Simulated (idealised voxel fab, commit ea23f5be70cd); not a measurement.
This is a process module. Its name is voxel transistor to metal.
Cross-sectional view cut (width: 205 nm; square cell size: 5 nm).
Heads up, the way a cross-section reads in here is a grid of square cells, handed over as bands from the top down, with every band being one or more rows of cells.
Quick guide to a band line: top height, bottom height (nm) up front; then every material left to right with its width in nm. Only one material and it's marked "everywhere"? Then it fills the band edge to edge. And "air" just means empty space.
Heights from 0 (as-received wafer is one material below). Bottom band endless downward, as "0 down".
The width entry "30 to 40" should be interpreted row by row: the top row of cells in the band takes the first number, the bottom row takes the second number, and the change between adjacent rows is uniform throughout.
"stayed the same" for a step: no cell of the cross-section changed in that step.
So "Enclosed void listing" is basically the list of trapped voids: any empty space of 8 cells or more that can't reach the top through an opening. They're written width x height at distance, the distance being from the left edge, and it's all nm.
Note: text after step settings on the step line = simulator remark on that step.
"overlay nm" answers the question of how far to the right of plan the mask lay on a step that has a mask, and when it is negative the answer is to the left.
So the way this works: pairs, before and after one process step. The after picture only goes down to the lowest band that actually changed, nothing below. Step and its settings are under each pair. And watch out, pairs might come from different runs of this module, same starting wafer though, so a pair only follows on from the one above if its "Incoming profile" entry tells you so.
-- Incoming profile
- 20 to 15 | 70 air, then 20 HfO2, then 25 air, then 20 HfO2, then 70 air
- 15 to 10 | 75 HfO2, then 10 SiN, then 5 HfO2, then 25 air, then 5 HfO2, then 10 SiN, then 75 HfO2
- 10 to 0 | 75 SiO2, then 10 SiN, then 5 HfO2, then 25 air, then 5 HfO2, then 10 SiN, then 75 SiO2
- 0 to -5 | 65 SiO2, then 10 SiGe, then 10 SiN, then 5 HfO2, then 25 air, then 5 HfO2, then 10 SiN, then 10 SiGe, then 65 SiO2
- -5 to -10 | 30 SiO2, then 20 SiN, then 15 SiO2, then 10 SiGe, then 5 SiO2, then 45 HfO2, then 5 SiO2, then 10 SiGe, then 15 SiO2, then 20 SiN, then 30 SiO2
- -10 to -20 | 30 SiO2, then 20 SiN, then 5 SiO2, then 20 SiGe, then 55 Si, then 20 SiGe, then 5 SiO2, then 20 SiN, then 30 SiO2
- -20 to -25 | 55 SiO2, then 95 Si, then 55 SiO2
- -25 to -40 | 50 SiO2, then 105 Si, then 50 SiO2
- -40 down | Si everywhere
- Enclosed void listing: none
-- Post-Step Cross-Section
- 25 to 20 | 65 air, then 30 TiN, then 15 air, then 30 TiN, then 65 air
- 20 to 15 | 70 TiN, then 20 HfO2, then 5 TiN, then 15 air, then 5 TiN, then 20 HfO2, then 70 TiN
- 15 to 10 | 75 HfO2, then 10 SiN, then 5 HfO2, then 5 TiN, then 15 air, then 5 TiN, then 5 HfO2, then 10 SiN, then 75 HfO2
- 10 to 0 | 75 SiO2, then 10 SiN, then 5 HfO2, then 5 TiN, then 15 air, then 5 TiN, then 5 HfO2, then 10 SiN, then 75 SiO2
- 0 to -5 | 65 SiO2, then 10 SiGe, then 10 SiN, then 5 HfO2, then 25 TiN, then 5 HfO2, then 10 SiN, then 10 SiGe, then 65 SiO2
- Below -5, the layers are the same as they were.
- Enclosed void listing: none
Step between the pre-process and post-process cross-sections given above: CONFORMAL_DEP [material TiN] [thk nm 5]
Incoming profile: Please consult the pair immediately above; the cross-section it shows after its step is the state before this step.
-- Post-Step Cross-Section
- 30 to 25 | W everywhere
- 25 to 20 | 65 W, then 30 TiN, then 15 W, then 30 TiN, then 65 W
- 20 to 15 | 70 TiN, then 20 HfO2, then 5 TiN, then 15 W, then 5 TiN, then 20 HfO2, then 70 TiN
- 15 to 10 | 75 HfO2, then 10 SiN, then 5 HfO2, then 5 TiN, then 15 W, then 5 TiN, then 5 HfO2, then 10 SiN, then 75 HfO2
- 10 to 0 | 75 SiO2, then 10 SiN, then 5 HfO2, then 5 TiN, then 15 W, then 5 TiN, then 5 HfO2, then 10 SiN, then 75 SiO2
- Below 0, the layers are the same as they were.
- Enclosed void listing: none
Step between the pre-process and post-process cross-sections given above: FILL_DEP [material W] [thk nm 5]
Incoming profile: Please consult the pair immediately above; the cross-section it shows after its step is the state before this step.
-- Post-Step Cross-Section
- 10 to 0 | 75 SiO2, then 10 SiN, then 5 HfO2, then 5 TiN, then 15 W, then 5 TiN, then 5 HfO2, then 10 SiN, then 75 SiO2
- Below 0, the layers are the same as they were.
- Enclosed void listing: none
Step between the pre-process and post-process cross-sections given above: CMP [height nm 10]
Incoming profile: Please consult the pair immediately above; the cross-section it shows after its step is the state before this step.
-- Post-Step Cross-Section
- 20 to 10 | SiO2 everywhere
- Below 10, the layers are the same as they were.
- Enclosed void listing: none
Step between the pre-process and post-process cross-sections given above: DIRECTIONAL_DEP [material SiO2] [thk nm 10]
Incoming profile: Please consult the pair immediately above; the cross-section it shows after its step is the state before this step.
-- Post-Step Cross-Section
- 20 to 10 | 55 SiO2, then 15 air, then 65 SiO2, then 15 air, then 55 SiO2
- 10 to 0 | 55 SiO2, then 15 air, then 5 SiO2, then 10 SiN, then 5 HfO2, then 5 TiN, then 15 W, then 5 TiN, then 5 HfO2, then 10 SiN, then 5 SiO2, then 15 air, then 55 SiO2
- 0 to -5 | 55 SiO2, then 10 air, then 10 SiGe, then 10 SiN, then 5 HfO2, then 25 TiN, then 5 HfO2, then 10 SiN, then 10 SiGe, then 10 air, then 55 SiO2
- -5 to -10 | 30 SiO2, then 20 SiN, then 5 SiO2, then 10 air, then 10 SiGe, then 5 SiO2, then 45 HfO2, then 5 SiO2, then 10 SiGe, then 10 air, then 5 SiO2, then 20 SiN, then 30 SiO2
- Below -10, the layers are the same as they were.
- Enclosed void listing: none
Step between the pre-process and post-process cross-sections given above: MASKED_ETCH [tone open] [mask id CONTACT] [width nm 15] [pitch nm 80] [etch materials SiO2] [depth nm 30] [overlay nm 0]
Incoming profile: Please consult the pair immediately above; the cross-section it shows after its step is the state before this step.
-- Post-Step Cross-Section
- 25 to 20 | 60 TiN, then 5 air, then 75 TiN, then 5 air, then 60 TiN
- 20 to 10 | 55 SiO2, then 5 TiN, then 5 air, then 5 TiN, then 65 SiO2, then 5 TiN, then 5 air, then 5 TiN, then 55 SiO2
- 10 to 5 | 55 SiO2, then 5 TiN, then 5 air, then 5 TiN, then 5 SiO2, then 10 SiN, then 5 HfO2, then 5 TiN, then 15 W, then 5 TiN, then 5 HfO2, then 10 SiN, then 5 SiO2, then 5 TiN, then 5 air, then 5 TiN, then 55 SiO2
- 5 to 0 | 55 SiO2, then 15 TiN, then 5 SiO2, then 10 SiN, then 5 HfO2, then 5 TiN, then 15 W, then 5 TiN, then 5 HfO2, then 10 SiN, then 5 SiO2, then 15 TiN, then 55 SiO2
- 0 to -5 | 55 SiO2, then 10 TiN, then 10 SiGe, then 10 SiN, then 5 HfO2, then 25 TiN, then 5 HfO2, then 10 SiN, then 10 SiGe, then 10 TiN, then 55 SiO2
- -5 to -10 | 30 SiO2, then 20 SiN, then 5 SiO2, then 10 TiN, then 10 SiGe, then 5 SiO2, then 45 HfO2, then 5 SiO2, then 10 SiGe, then 10 TiN, then 5 SiO2, then 20 SiN, then 30 SiO2
- Below -10, the layers are the same as they were.
- Enclosed void listing: none
Step between the pre-process and post-process cross-sections given above: CONFORMAL_DEP [material TiN] [thk nm 5]
Incoming profile: Please consult the pair immediately above; the cross-section it shows after its step is the state before this step.
-- Post-Step Cross-Section
- 35 to 25 | W everywhere
- 25 to 20 | 60 TiN, then 5 W, then 75 TiN, then 5 W, then 60 TiN
- 20 to 10 | 55 SiO2, then 5 TiN, then 5 W, then 5 TiN, then 65 SiO2, then 5 TiN, then 5 W, then 5 TiN, then 55 SiO2
- 10 to 5 | 55 SiO2, then 5 TiN, then 5 W, then 5 TiN, then 5 SiO2, then 10 SiN, then 5 HfO2, then 5 TiN, then 15 W, then 5 TiN, then 5 HfO2, then 10 SiN, then 5 SiO2, then 5 TiN, then 5 W, then 5 TiN, then 55 SiO2
- Below 5, the layers are the same as they were.
- Enclosed void listing: none
Step between the pre-process and post-process cross-sections given above: FILL_DEP [material W] [thk nm 10]
Incoming profile: Please consult the pair immediately above; the cross-section it shows after its step is the state before this step.
-- Post-Step Cross-Section
- 20 to 10 | 55 SiO2, then 5 TiN, then 5 W, then 5 TiN, then 65 SiO2, then 5 TiN, then 5 W, then 5 TiN, then 55 SiO2
- Below 10, the layers are the same as they were.
- Enclosed void listing: none
Step between the pre-process and post-process cross-sections given above: CMP [height nm 20]
Incoming profile: Please consult the pair immediately above; the cross-section it shows after its step is the state before this step.
-- Post-Step Cross-Section
- 25 to 20 | SiCN everywhere
- Below 20, the layers are the same as they were.
- Enclosed void listing: none
Step between the pre-process and post-process cross-sections given above: CONFORMAL_DEP [material SiCN] [thk nm 5]
Incoming profile: Please consult the pair immediately above; the cross-section it shows after its step is the state before this step.
-- Post-Step Cross-Section
- 45 to 25 | SiO2 everywhere
- Below 25, the layers are the same as they were.
- Enclosed void listing: none
Step between the pre-process and post-process cross-sections given above: DIRECTIONAL_DEP [material SiO2] [thk nm 20]
Incoming profile: Please consult the pair immediately above; the cross-section it shows after its step is the state before this step.
-- Post-Step Cross-Section
- 60 to 45 | aC everywhere
- Below 45, the layers are the same as they were.
- Enclosed void listing: none
Step between the pre-process and post-process cross-sections given above: DIRECTIONAL_DEP [material aC] [thk nm 15]
Incoming profile: Please consult the pair immediately above; the cross-section it shows after its step is the state before this step.
-- Post-Step Cross-Section
- 90 to 60 | 55 resist, then 15 air, then 65 resist, then 15 air, then 55 resist
- Below 60, the layers are the same as they were.
- Enclosed void listing: none
Step between the pre-process and post-process cross-sections given above: PATTERN [tone open] [mask id METAL_1] [material resist] [width nm 15] [pitch nm 80] [thk nm 30] [overlay nm 0]
Incoming profile: Please consult the pair immediately above; the cross-section it shows after its step is the state before this step.
-- Post-Step Cross-Section
- 75 to 60 | 55 resist, then 15 air, then 65 resist, then 15 air, then 55 resist
- 60 to 45 | 55 aC, then 15 air, then 65 aC, then 15 air, then 55 aC
- Below 45, the layers are the same as they were.
- Enclosed void listing: none
Step between the pre-process and post-process cross-sections given above: DIRECTIONAL_ETCH [etch materials aC] [depth nm 15]
Incoming profile: Please consult the pair immediately above; the cross-section it shows after its step is the state before this step.
-- Post-Step Cross-Section
- 60 to 45 | 55 aC, then 15 air, then 65 aC, then 15 air, then 55 aC
- Below 45, the layers are the same as they were.
- Enclosed void listing: none
Step between the pre-process and post-process cross-sections given above: STRIP [etch materials resist]
Incoming profile: Please consult the pair immediately above; the cross-section it shows after its step is the state before this step.
-- Post-Step Cross-Section
- 60 to 45 | 55 aC, then 15 air, then 65 aC, then 15 air, then 55 aC
- 45 to 25 | 55 SiO2, then 15 air, then 65 SiO2, then 15 air, then 55 SiO2
- Below 25, the layers are the same as they were.
- Enclosed void listing: none
Step between the pre-process and post-process cross-sections given above: DIRECTIONAL_ETCH [etch materials SiO2] [depth nm 20]
Incoming profile: Please consult the pair immediately above; the cross-section it shows after its step is the state before this step.
-- Post-Step Cross-Section
- 60 to 45 | 55 aC, then 15 air, then 65 aC, then 15 air, then 55 aC
- 45 to 25 | 55 SiO2, then 15 air, then 65 SiO2, then 15 air, then 55 SiO2
- 25 to 20 | 55 SiCN, then 15 air, then 65 SiCN, then 15 air, then 55 SiCN
- Below 20, the layers are the same as they were.
- Enclosed void listing: none
Step between the pre-process and post-process cross-sections given above: DIRECTIONAL_ETCH [etch materials SiCN] [depth nm 5]
Incoming profile: Please consult the pair immediately above; the cross-section it shows after its step is the state before this step.
-- Post-Step Cross-Section
- 45 to 25 | 55 SiO2, then 15 air, then 65 SiO2, then 15 air, then 55 SiO2
- Below 25, the layers are the same as they were.
- Enclosed void listing: none
Step between the pre-process and post-process cross-sections given above: STRIP [etch materials aC]
Incoming profile: Please consult the pair immediately above; the cross-section it shows after its step is the state before this step.
-- Post-Step Cross-Section
- 50 to 45 | 60 TiN, then 5 air, then 75 TiN, then 5 air, then 60 TiN
- 45 to 25 | 55 SiO2, then 5 TiN, then 5 air, then 5 TiN, then 65 SiO2, then 5 TiN, then 5 air, then 5 TiN, then 55 SiO2
- 25 to 20 | 55 SiCN, then 15 TiN, then 65 SiCN, then 15 TiN, then 55 SiCN
- Below 20, the layers are the same as they were.
- Enclosed void listing: none
Step between the pre-process and post-process cross-sections given above: CONFORMAL_DEP [material TiN] [thk nm 5]
Incoming profile: Please consult the pair immediately above; the cross-section it shows after its step is the state before this step.
-- Post-Step Cross-Section
- 55 to 50 | W everywhere
- 50 to 45 | 60 TiN, then 5 W, then 75 TiN, then 5 W, then 60 TiN
- 45 to 25 | 55 SiO2, then 5 TiN, then 5 W, then 5 TiN, then 65 SiO2, then 5 TiN, then 5 W, then 5 TiN, then 55 SiO2
- Below 25, the layers are the same as they were.
- Enclosed void listing: none
Step between the pre-process and post-process cross-sections given above: FILL_DEP [material W] [thk nm 5]
Incoming profile: Please consult the pair immediately above; the cross-section it shows after its step is the state before this step.
-- Post-Step Cross-Section
- 45 to 25 | 55 SiO2, then 5 TiN, then 5 W, then 5 TiN, then 65 SiO2, then 5 TiN, then 5 W, then 5 TiN, then 55 SiO2
- Below 25, the layers are the same as they were.
- Enclosed void listing: none
Step between the pre-process and post-process cross-sections given above: CMP [height nm 45]
Incoming profile: Please consult the pair immediately above; the cross-section it shows after its step is the state before this step.
-- Post-Step Cross-Section
- 50 to 45 | 50 air, then 25 Ru, then 55 air, then 25 Ru, then 50 air
- Below 45, the layers are the same as they were.
- Enclosed void listing: none
Step between the pre-process and post-process cross-sections given above: EPI [material Ru] [thk nm 5]
Incoming profile: Please consult the pair immediately above; the cross-section it shows after its step is the state before this step.
-- Post-Step Cross-Section
- 55 to 50 | SiCN everywhere
- 50 to 45 | 50 SiCN, then 25 Ru, then 55 SiCN, then 25 Ru, then 50 SiCN
- Below 45, the layers are the same as they were.
- Enclosed void listing: none
Step between the pre-process and post-process cross-sections given above: FILL_DEP [material SiCN] [thk nm 5]
Incoming profile: Please consult the pair immediately above; the cross-section it shows after its step is the state before this step.
-- Post-Step Cross-Section
- 80 to 55 | SiO2 everywhere
- Below 55, the layers are the same as they were.
- Enclosed void listing: none
Step between the pre-process and post-process cross-sections given above: DIRECTIONAL_DEP [material SiO2] [thk nm 25]
Incoming profile: Please consult the pair immediately above; the cross-section it shows after its step is the state before this step.
-- Post-Step Cross-Section
- 95 to 80 | aC everywhere
- Below 80, the layers are the same as they were.
- Enclosed void listing: none
Step between the pre-process and post-process cross-sections given above: DIRECTIONAL_DEP [material aC] [thk nm 15]
Incoming profile: Please consult the pair immediately above; the cross-section it shows after its step is the state before this step.
-- Post-Step Cross-Section
- 130 to 95 | 55 resist, then 15 air, then 65 resist, then 15 air, then 55 resist
- Below 95, the layers are the same as they were.
- Enclosed void listing: none
Step between the pre-process and post-process cross-sections given above: PATTERN [tone open] [mask id METAL_2] [material resist] [width nm 15] [pitch nm 80] [thk nm 35] [overlay nm 0]
Incoming profile: Please consult the pair immediately above; the cross-section it shows after its step is the state before this step.
-- Post-Step Cross-Section
- 115 to 95 | 55 resist, then 15 air, then 65 resist, then 15 air, then 55 resist
- 95 to 80 | 55 aC, then 15 air, then 65 aC, then 15 air, then 55 aC
- Below 80, the layers are the same as they were.
- Enclosed void listing: none
Step between the pre-process and post-process cross-sections given above: DIRECTIONAL_ETCH [etch materials aC] [depth nm 15]
Incoming profile: Please consult the pair immediately above; the cross-section it shows after its step is the state before this step.
-- Post-Step Cross-Section
- 95 to 80 | 55 aC, then 15 air, then 65 aC, then 15 air, then 55 aC
- Below 80, the layers are the same as they were.
- Enclosed void listing: none
Step between the pre-process and post-process cross-sections given above: STRIP [etch materials resist]
Incoming profile: Please consult the pair immediately above; the cross-section it shows after its step is the state before this step.
-- Post-Step Cross-Section
- 95 to 80 | 55 aC, then 15 air, then 65 aC, then 15 air, then 55 aC
- 80 to 65 | 55 SiO2, then 15 air, then 65 SiO2, then 15 air, then 55 SiO2
- Below 65, the layers are the same as they were.
- Enclosed void listing: none
Step between the pre-process and post-process cross-sections given above: DIRECTIONAL_ETCH [etch materials SiO2] [depth nm 15]
Incoming profile: Please consult the pair immediately above; the cross-section it shows after its step is the state before this step.
-- Post-Step Cross-Section
- 80 to 65 | 55 SiO2, then 15 air, then 65 SiO2, then 15 air, then 55 SiO2
- Below 65, the layers are the same as they were.
- Enclosed void listing: none
Step between the pre-process and post-process cross-sections given above: STRIP [etch materials aC]
Incoming profile: Please consult the pair immediately above; the cross-section it shows after its step is the state before this step.
-- Post-Step Cross-Section
- 100 to 80 | 55 resist, then 15 air, then 65 resist, then 15 air, then 55 resist
- Below 80, the layers are the same as they were.
- Enclosed void listing: none
Step between the pre-process and post-process cross-sections given above: PATTERN [tone open] [mask id METAL_2_HOLES] [material resist] [width nm 15] [pitch nm 80] [thk nm 20] [overlay nm 0]
Incoming profile: Please consult the pair immediately above; the cross-section it shows after its step is the state before this step.
-- Post-Step Cross-Section
- 100 to 80 | 55 resist, then 15 air, then 65 resist, then 15 air, then 55 resist
- 80 to 55 | 55 SiO2, then 15 air, then 65 SiO2, then 15 air, then 55 SiO2
- Below 55, the layers are the same as they were.
- Enclosed void listing: none
Step between the pre-process and post-process cross-sections given above: DIRECTIONAL_ETCH [etch materials SiO2] [depth nm 10]
Incoming profile: Please consult the pair immediately above; the cross-section it shows after its step is the state before this step.
-- Post-Step Cross-Section
- 100 to 80 | 55 resist, then 15 air, then 65 resist, then 15 air, then 55 resist
- 80 to 55 | 55 SiO2, then 15 air, then 65 SiO2, then 15 air, then 55 SiO2
- 55 to 50 | 55 SiCN, then 15 air, then 65 SiCN, then 15 air, then 55 SiCN
- Below 50, the layers are the same as they were.
- Enclosed void listing: none
Step between the pre-process and post-process cross-sections given above: DIRECTIONAL_ETCH [etch materials SiCN] [depth nm 5]
Incoming profile: Please consult the pair immediately above; the cross-section it shows after its step is the state before this step.
-- Post-Step Cross-Section
- 80 to 55 | 55 SiO2, then 15 air, then 65 SiO2, then 15 air, then 55 SiO2
- Below 55, the layers are the same as they were.
- Enclosed void listing: none
Step between the pre-process and post-process cross-sections given above: STRIP [etch materials resist]
Incoming profile: Please consult the pair immediately above; the cross-section it shows after its step is the state before this step.
-- Post-Step Cross-Section
- 85 to 80 | 60 TiN, then 5 air, then 75 TiN, then 5 air, then 60 TiN
- 80 to 55 | 55 SiO2, then 5 TiN, then 5 air, then 5 TiN, then 65 SiO2, then 5 TiN, then 5 air, then 5 TiN, then 55 SiO2
- 55 to 50 | 55 SiCN, then 15 TiN, then 65 SiCN, then 15 TiN, then 55 SiCN
- Below 50, the layers are the same as they were.
- Enclosed void listing: none
Step between the pre-process and post-process cross-sections given above: CONFORMAL_DEP [material TiN] [thk nm 5]
Incoming profile: Please consult the pair immediately above; the cross-section it shows after its step is the state before this step.
-- Post-Step Cross-Section
- 90 to 85 | Ru everywhere
- 85 to 80 | 60 TiN, then 5 Ru, then 75 TiN, then 5 Ru, then 60 TiN
- 80 to 55 | 55 SiO2, then 5 TiN, then 5 Ru, then 5 TiN, then 65 SiO2, then 5 TiN, then 5 Ru, then 5 TiN, then 55 SiO2
- Below 55, the layers are the same as they were.
- Enclosed void listing: none
Step between the pre-process and post-process cross-sections given above: FILL_DEP [material Ru] [thk nm 5]
Incoming profile: Please consult the pair immediately above; the cross-section it shows after its step is the state before this step.
-- Post-Step Cross-Section
- 80 to 55 | 55 SiO2, then 5 TiN, then 5 Ru, then 5 TiN, then 65 SiO2, then 5 TiN, then 5 Ru, then 5 TiN, then 55 SiO2
- Below 55, the layers are the same as they were.
- Enclosed void listing: none
Step between the pre-process and post-process cross-sections given above: CMP [height nm 80]
Incoming profile: Please consult the pair immediately above; the cross-section it shows after its step is the state before this step.
-- Post-Step Cross-Section
- 85 to 80 | SiCN everywhere
- Below 80, the layers are the same as they were.
- Enclosed void listing: none
Step between the pre-process and post-process cross-sections given above: CONFORMAL_DEP [material SiCN] [thk nm 5]
-- Incoming profile
- 30 to 15 | 75 air, then 10 SiN, then 35 SiCN, then 10 SiN, then 75 air
- 15 to -5 | 75 air, then 10 SiN, then 35 polySi, then 10 SiN, then 75 air
- -5 to -10 | 75 air, then 55 SiO2, then 75 air
- -10 to -20 | 50 SiO2, then 25 air, then 55 Si, then 25 air, then 50 SiO2
- -20 to -40 | 50 SiO2, then 105 Si, then 50 SiO2
- -40 down | Si everywhere
- Enclosed void listing: none
-- Post-Step Cross-Section
- 30 to 15 | 75 air, then 10 SiN, then 35 SiCN, then 10 SiN, then 75 air
- 15 to -5 | 75 air, then 10 SiN, then 35 polySi, then 10 SiN, then 75 air
- -5 to -10 | 70 air, then 5 SiGe, then 55 SiO2, then 5 SiGe, then 70 air
- -10 to -15 | 50 SiO2, then 20 air, then 5 SiGe, then 55 Si, then 5 SiGe, then 20 air, then 50 SiO2
- -15 to -20 | 50 SiO2, then 25 SiGe, then 55 Si, then 25 SiGe, then 50 SiO2
- Below -20, the layers are the same as they were.
- Enclosed void listing: none
Step between the pre-process and post-process cross-sections given above: EPI [material SiGe] [thk nm 5]
Incoming profile: Please consult the pair immediately above; the cross-section it shows after its step is the state before this step.
-- Post-Step Cross-Section
- 35 to 30 | SiO2 everywhere
- 30 to 15 | 75 SiO2, then 10 SiN, then 35 SiCN, then 10 SiN, then 75 SiO2
- 15 to -5 | 75 SiO2, then 10 SiN, then 35 polySi, then 10 SiN, then 75 SiO2
- -5 to -10 | 70 SiO2, then 5 SiGe, then 55 SiO2, then 5 SiGe, then 70 SiO2
- -10 to -20 | 70 to 50 SiO2, then 5 to 25 SiGe, then 55 Si, then 5 to 25 SiGe, then 70 to 50 SiO2
- Below -20, the layers are the same as they were.
- Enclosed void listing: none
Step between the pre-process and post-process cross-sections given above: FILL_DEP [material SiO2] [thk nm 5]
Incoming profile: Please consult the pair immediately above; the cross-section it shows after its step is the state before this step.
-- Post-Step Cross-Section
- 15 to -5 | 75 SiO2, then 10 SiN, then 35 polySi, then 10 SiN, then 75 SiO2
- Below -5, the layers are the same as they were.
- Enclosed void listing: none
Step between the pre-process and post-process cross-sections given above: CMP [height nm 15]
Incoming profile: Please consult the pair immediately above; the cross-section it shows after its step is the state before this step.
-- Post-Step Cross-Section
- 15 to -5 | 75 SiO2, then 10 SiN, then 35 air, then 10 SiN, then 75 SiO2
- Below -5, the layers are the same as they were.
- Enclosed void listing: none
Step between the pre-process and post-process cross-sections given above: STRIP [etch materials polySi]
Incoming profile: Please consult the pair immediately above; the cross-section it shows after its step is the state before this step.
-- Post-Step Cross-Section
- 15 to 10 | 75 air, then 10 SiN, then 35 air, then 10 SiN, then 75 air
- 10 to -5 | 75 SiO2, then 10 SiN, then 35 air, then 10 SiN, then 75 SiO2
- -5 to -10 | 70 SiO2, then 5 SiGe, then 5 SiO2, then 45 air, then 5 SiO2, then 5 SiGe, then 70 SiO2
- Below -10, the layers are the same as they were.
- Enclosed void listing: none
Step between the pre-process and post-process cross-sections given above: SELECTIVE_ETCH [etch materials SiO2] [depth nm 5]
Incoming profile: Please consult the pair immediately above; the cross-section it shows after its step is the state before this step.
-- Post-Step Cross-Section
- 20 to 15 | 70 air, then 20 HfO2, then 25 air, then 20 HfO2, then 70 air
- 15 to 10 | 75 HfO2, then 10 SiN, then 5 HfO2, then 25 air, then 5 HfO2, then 10 SiN, then 75 HfO2
- 10 to -5 | 75 SiO2, then 10 SiN, then 5 HfO2, then 25 air, then 5 HfO2, then 10 SiN, then 75 SiO2
- -5 to -10 | 70 SiO2, then 5 SiGe, then 5 SiO2, then 45 HfO2, then 5 SiO2, then 5 SiGe, then 70 SiO2
- Below -10, the layers are the same as they were.
- Enclosed void listing: none
Step between the pre-process and post-process cross-sections given above: CONFORMAL_DEP [material HfO2] [thk nm 5]
Incoming profile: Please consult the pair immediately above; the cross-section it shows after its step is the state before this step.
-- Post-Step Cross-Section
- 25 to 20 | 65 air, then 30 TiN, then 15 air, then 30 TiN, then 65 air
- 20 to 15 | 70 TiN, then 20 HfO2, then 5 TiN, then 15 air, then 5 TiN, then 20 HfO2, then 70 TiN
- 15 to 10 | 75 HfO2, then 10 SiN, then 5 HfO2, then 5 TiN, then 15 air, then 5 TiN, then 5 HfO2, then 10 SiN, then 75 HfO2
- 10 to 0 | 75 SiO2, then 10 SiN, then 5 HfO2, then 5 TiN, then 15 air, then 5 TiN, then 5 HfO2, then 10 SiN, then 75 SiO2
- 0 to -5 | 75 SiO2, then 10 SiN, then 5 HfO2, then 25 TiN, then 5 HfO2, then 10 SiN, then 75 SiO2
- Below -5, the layers are the same as they were.
- Enclosed void listing: none
Step between the pre-process and post-process cross-sections given above: CONFORMAL_DEP [material TiN] [thk nm 5]
Incoming profile: Please consult the pair immediately above; the cross-section it shows after its step is the state before this step.
-- Post-Step Cross-Section
- 30 to 25 | W everywhere
- 25 to 20 | 65 W, then 30 TiN, then 15 W, then 30 TiN, then 65 W
- 20 to 15 | 70 TiN, then 20 HfO2, then 5 TiN, then 15 W, then 5 TiN, then 20 HfO2, then 70 TiN
- 15 to 10 | 75 HfO2, then 10 SiN, then 5 HfO2, then 5 TiN, then 15 W, then 5 TiN, then 5 HfO2, then 10 SiN, then 75 HfO2
- 10 to 0 | 75 SiO2, then 10 SiN, then 5 HfO2, then 5 TiN, then 15 W, then 5 TiN, then 5 HfO2, then 10 SiN, then 75 SiO2
- Below 0, the layers are the same as they were.
- Enclosed void listing: none
Step between the pre-process and post-process cross-sections given above: FILL_DEP [material W] [thk nm 5]
Incoming profile: Please consult the pair immediately above; the cross-section it shows after its step is the state before this step.
-- Post-Step Cross-Section
- 10 to 0 | 75 SiO2, then 10 SiN, then 5 HfO2, then 5 TiN, then 15 W, then 5 TiN, then 5 HfO2, then 10 SiN, then 75 SiO2
- Below 0, the layers are the same as they were.
- Enclosed void listing: none
Step between the pre-process and post-process cross-sections given above: CMP [height nm 10]
Incoming profile: Please consult the pair immediately above; the cross-section it shows after its step is the state before this step.
-- Post-Step Cross-Section
- 20 to 10 | SiO2 everywhere
- Below 10, the layers are the same as they were.
- Enclosed void listing: none
Step between the pre-process and post-process cross-sections given above: DIRECTIONAL_DEP [material SiO2] [thk nm 10]
Incoming profile: Please consult the pair immediately above; the cross-section it shows after its step is the state before this step.
-- Post-Step Cross-Section
- 20 to 10 | 55 SiO2, then 15 air, then 65 SiO2, then 15 air, then 55 SiO2
- 10 to 0 | 55 SiO2, then 15 air, then 5 SiO2, then 10 SiN, then 5 HfO2, then 5 TiN, then 15 W, then 5 TiN, then 5 HfO2, then 10 SiN, then 5 SiO2, then 15 air, then 55 SiO2
- 0 to -5 | 55 SiO2, then 15 air, then 5 SiO2, then 10 SiN, then 5 HfO2, then 25 TiN, then 5 HfO2, then 10 SiN, then 5 SiO2, then 15 air, then 55 SiO2
- -5 to -10 | 55 SiO2, then 15 air, then 5 SiGe, then 5 SiO2, then 45 HfO2, then 5 SiO2, then 5 SiGe, then 15 air, then 55 SiO2
- Below -10, the layers are the same as they were.
- Enclosed void listing: none
Step between the pre-process and post-process cross-sections given above: MASKED_ETCH [tone open] [mask id CONTACT] [width nm 15] [pitch nm 80] [etch materials SiO2] [depth nm 30] [overlay nm 0]
Incoming profile: Please consult the pair immediately above; the cross-section it shows after its step is the state before this step.
-- Post-Step Cross-Section
- 25 to 20 | 60 TiN, then 5 air, then 75 TiN, then 5 air, then 60 TiN
- 20 to 10 | 55 SiO2, then 5 TiN, then 5 air, then 5 TiN, then 65 SiO2, then 5 TiN, then 5 air, then 5 TiN, then 55 SiO2
- 10 to 0 | 55 SiO2, then 5 TiN, then 5 air, then 5 TiN, then 5 SiO2, then 10 SiN, then 5 HfO2, then 5 TiN, then 15 W, then 5 TiN, then 5 HfO2, then 10 SiN, then 5 SiO2, then 5 TiN, then 5 air, then 5 TiN, then 55 SiO2
- 0 to -5 | 55 SiO2, then 5 TiN, then 5 air, then 5 TiN, then 5 SiO2, then 10 SiN, then 5 HfO2, then 25 TiN, then 5 HfO2, then 10 SiN, then 5 SiO2, then 5 TiN, then 5 air, then 5 TiN, then 55 SiO2
- -5 to -10 | 55 SiO2, then 15 TiN, then 5 SiGe, then 5 SiO2, then 45 HfO2, then 5 SiO2, then 5 SiGe, then 15 TiN, then 55 SiO2
- Below -10, the layers are the same as they were.
- Enclosed void listing: none
Step between the pre-process and post-process cross-sections given above: CONFORMAL_DEP [material TiN] [thk nm 5]
Incoming profile: Please consult the pair immediately above; the cross-section it shows after its step is the state before this step.
-- Post-Step Cross-Section
- 35 to 25 | W everywhere
- 25 to 20 | 60 TiN, then 5 W, then 75 TiN, then 5 W, then 60 TiN
- 20 to 10 | 55 SiO2, then 5 TiN, then 5 W, then 5 TiN, then 65 SiO2, then 5 TiN, then 5 W, then 5 TiN, then 55 SiO2
- 10 to 0 | 55 SiO2, then 5 TiN, then 5 W, then 5 TiN, then 5 SiO2, then 10 SiN, then 5 HfO2, then 5 TiN, then 15 W, then 5 TiN, then 5 HfO2, then 10 SiN, then 5 SiO2, then 5 TiN, then 5 W, then 5 TiN, then 55 SiO2
- 0 to -5 | 55 SiO2, then 5 TiN, then 5 W, then 5 TiN, then 5 SiO2, then 10 SiN, then 5 HfO2, then 25 TiN, then 5 HfO2, then 10 SiN, then 5 SiO2, then 5 TiN, then 5 W, then 5 TiN, then 55 SiO2
- Below -5, the layers are the same as they were.
- Enclosed void listing: none
Step between the pre-process and post-process cross-sections given above: FILL_DEP [material W] [thk nm 10]
Incoming profile: Please consult the pair immediately above; the cross-section it shows after its step is the state before this step.
-- Post-Step Cross-Section
- 20 to 10 | 55 SiO2, then 5 TiN, then 5 W, then 5 TiN, then 65 SiO2, then 5 TiN, then 5 W, then 5 TiN, then 55 SiO2
- Below 10, the layers are the same as they were.
- Enclosed void listing: none
Step between the pre-process and post-process cross-sections given above: CMP [height nm 20]
Incoming profile: Please consult the pair immediately above; the cross-section it shows after its step is the state before this step.
-- Post-Step Cross-Section
- 25 to 20 | SiCN everywhere
- Below 20, the layers are the same as they were.
- Enclosed void listing: none
Step between the pre-process and post-process cross-sections given above: CONFORMAL_DEP [material SiCN] [thk nm 5]
Incoming profile: Please consult the pair immediately above; the cross-section it shows after its step is the state before this step.
-- Post-Step Cross-Section
- 45 to 25 | SiO2 everywhere
- Below 25, the layers are the same as they were.
- Enclosed void listing: none
Step between the pre-process and post-process cross-sections given above: DIRECTIONAL_DEP [material SiO2] [thk nm 20]
